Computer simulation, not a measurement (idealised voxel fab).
This section sets out a process module, namely voxel capacitor over wiring.
235 nm wide, 5 nm square cells: that's cross-section cut.
Cross-sections here: square-cell grids, written as top-down lists of bands, a band being one or more rows of cells.
The band entry comprises the height of the band's top followed by the height of its bottom, expressed in nm, and subsequently the band's materials from left to right, each stated together with its width in nm. Where a single material is marked with the word "all across", that material fills the band from edge to edge. The word "air" represents empty space.
Where do heights start? At 0: under that level the wafer as delivered is made of one material only. And the lowest band has no floor; it just carries on downward, as in "0 -> down".
Width: "30 to 40" (first number = top row, second number = bottom row, same change from row to row of cells).
"no alteration" (step): cross-section cells unchanged, all of them.
If an empty space has no open way to the top and is at least 8 cells in size, "Trapped cavities" lists it, written width x height at distance, where distance is measured from the left edge and every value is in nm.
Note: text after step settings on the step line = simulator remark on that step.
"overlay nm", when on a step's line for a step with a mask, measures how far to the right of its planned place the mask lay; a negative measure means to the left.

-- This section lists the process steps that were planned
step 1: RECEIVE (material Si)
step 2: CONFORMAL_DEP (material SiO2; thk nm 10)
step 3: DIRECTIONAL_DEP (material TiN; thk nm 5)
step 4: DIRECTIONAL_DEP (material Ru; thk nm 25)
step 5: DIRECTIONAL_DEP (material aC; thk nm 10)
step 6: PATTERN (tone cover; mask id METAL_1; material resist; width nm 30; pitch nm 85; thk nm 30; overlay nm 0)
step 7: DIRECTIONAL_ETCH (etch materials aC; depth nm 10)
step 8: STRIP (etch materials resist)
step 9: DIRECTIONAL_ETCH (etch materials Ru; depth nm 25)
step 10: DIRECTIONAL_ETCH (etch materials TiN; depth nm 5)
step 11: STRIP (etch materials aC)
step 12: CONFORMAL_DEP (material SiCN; thk nm 5)
step 13: FILL_DEP (material lowk; thk nm 5)
step 14: CMP (height nm 40)
step 15: CONFORMAL_DEP (material SiCN; thk nm 5)
step 16: DIRECTIONAL_DEP (material SiO2; thk nm 10)
step 17: MASKED_ETCH (tone open; mask id PLUG_1; width nm 15; etch materials SiO2; depth nm 10; overlay nm 0)
step 18: MASKED_ETCH (tone open; mask id PLUG_1; width nm 15; etch materials SiCN; depth nm 5; overlay nm 0)
step 19: EPI (material Ru; thk nm 10)
step 20: EPI (material Ru; thk nm 5)
step 21: DIRECTIONAL_DEP (material TiN; thk nm 10)
step 22: DIRECTIONAL_DEP (material Al2O3; thk nm 5)
step 23: DIRECTIONAL_DEP (material TiN; thk nm 5)
step 24: DIRECTIONAL_DEP (material aC; thk nm 10)
step 25: PATTERN (tone cover; mask id UPPER_PLATE; material resist; width nm 60; thk nm 30; overlay nm 0)
step 26: DIRECTIONAL_ETCH (etch materials aC; depth nm 10)
step 27: STRIP (etch materials resist)
step 28: DIRECTIONAL_ETCH (etch materials TiN; depth nm 5)
step 29: DIRECTIONAL_ETCH (etch materials Al2O3; depth nm 5)
step 30: STRIP (etch materials aC)
step 31: MASKED_ETCH (tone cover; mask id LOWER_PLATE; width nm 60; etch materials TiN; depth nm 10; overlay nm 0)
step 32: FILL_DEP (material SiO2; thk nm 20)
step 33: CMP (height nm 90)
step 34: DIRECTIONAL_DEP (material aC; thk nm 15)
step 35: PATTERN (tone open; mask id PLUG_2; material resist; width nm 15; thk nm 30; overlay nm 0)
step 36: DIRECTIONAL_ETCH (etch materials aC; depth nm 15)
step 37: STRIP (etch materials resist)
step 38: DIRECTIONAL_ETCH (etch materials SiO2; depth nm 15)
step 39: STRIP (etch materials aC)
step 40: CONFORMAL_DEP (material TiN; thk nm 5)
step 41: FILL_DEP (material W; thk nm 5)
step 42: CMP (height nm 90)
step 43: CONFORMAL_DEP (material SiCN; thk nm 5)
Across this set of wafers, the varied parameter is the width nm of step 31. Starting conditions are identical for every wafer, and the plan reports the value assigned to the first wafer.

-- Here's the first of the wafers in cross-section, just as we got it, i.e. after step 1
- 0 -> down | Si all across
- Trapped cavities: none

-- First of several wafers, sectioned at end of module (last step: step 43)
- 95 -> 90 | SiCN all across
- 90 -> 80 | SiO2 85 | TiN 5 | W 5 | TiN 5 | SiO2 135
- 80 -> 70 | SiO2 85 to 75 | TiN 15 to 60 | SiO2 135 to 100
- 70 -> 65 | SiO2 75 | Al2O3 60 | SiO2 100
- 65 -> 55 | SiO2 75 | TiN 60 | SiO2 100
- 55 -> 45 | SiO2 75 | Ru 15 | SiO2 145
- 45 -> 40 | SiCN 75 | Ru 15 | SiCN 145
- 40 -> 15 | lowk 55 | SiCN 5 | Ru 30 | SiCN 5 | lowk 45 | SiCN 5 | Ru 30 | SiCN 5 | lowk 55
- 15 -> 10 | SiCN 60 | TiN 30 | SiCN 55 | TiN 30 | SiCN 60
- 10 -> 0 | SiO2 all across
- 0 -> down | Si all across
- Trapped cavities: none

-- End of module, last wafer sectioned
- 95 -> 90 | SiCN all across
- 90 -> 80 | SiO2 85 | TiN 5 | W 5 | TiN 5 | SiO2 135
- 80 -> 70 | SiO2 85 to 75 | TiN 15 to 60 | SiO2 135 to 100
- 70 -> 65 | SiO2 75 | Al2O3 60 | SiO2 100
- 65 -> 55 | SiO2 65 | TiN 85 | SiO2 85
- 55 -> 45 | SiO2 75 | Ru 15 | SiO2 145
- 45 -> 40 | SiCN 75 | Ru 15 | SiCN 145
- 40 -> 15 | lowk 55 | SiCN 5 | Ru 30 | SiCN 5 | lowk 45 | SiCN 5 | Ru 30 | SiCN 5 | lowk 55
- 15 -> 10 | SiCN 60 | TiN 30 | SiCN 55 | TiN 30 | SiCN 60
- 10 -> 0 | SiO2 all across
- 0 -> down | Si all across
- Trapped cavities: none

-- Basically each wafer gets a line in the table, showing it at the end of the module: material by material, the cells it gained (+) or lost (-) since we got it, then its closed voids
width nm 60; +12 Al2O3; +69 Ru; +146 SiCN; +454 SiO2; +55 TiN; +2 W; +155 lowk; Trapped cavities: none
width nm 65; +12 Al2O3; +69 Ru; +146 SiCN; +452 SiO2; +57 TiN; +2 W; +155 lowk; Trapped cavities: none
width nm 70; +12 Al2O3; +69 Ru; +146 SiCN; +450 SiO2; +59 TiN; +2 W; +155 lowk; Trapped cavities: none
width nm 75; +12 Al2O3; +69 Ru; +146 SiCN; +448 SiO2; +61 TiN; +2 W; +155 lowk; Trapped cavities: none
width nm 80; +12 Al2O3; +69 Ru; +146 SiCN; +446 SiO2; +63 TiN; +2 W; +155 lowk; Trapped cavities: none
width nm 85; +12 Al2O3; +69 Ru; +146 SiCN; +444 SiO2; +65 TiN; +2 W; +155 lowk; Trapped cavities: none
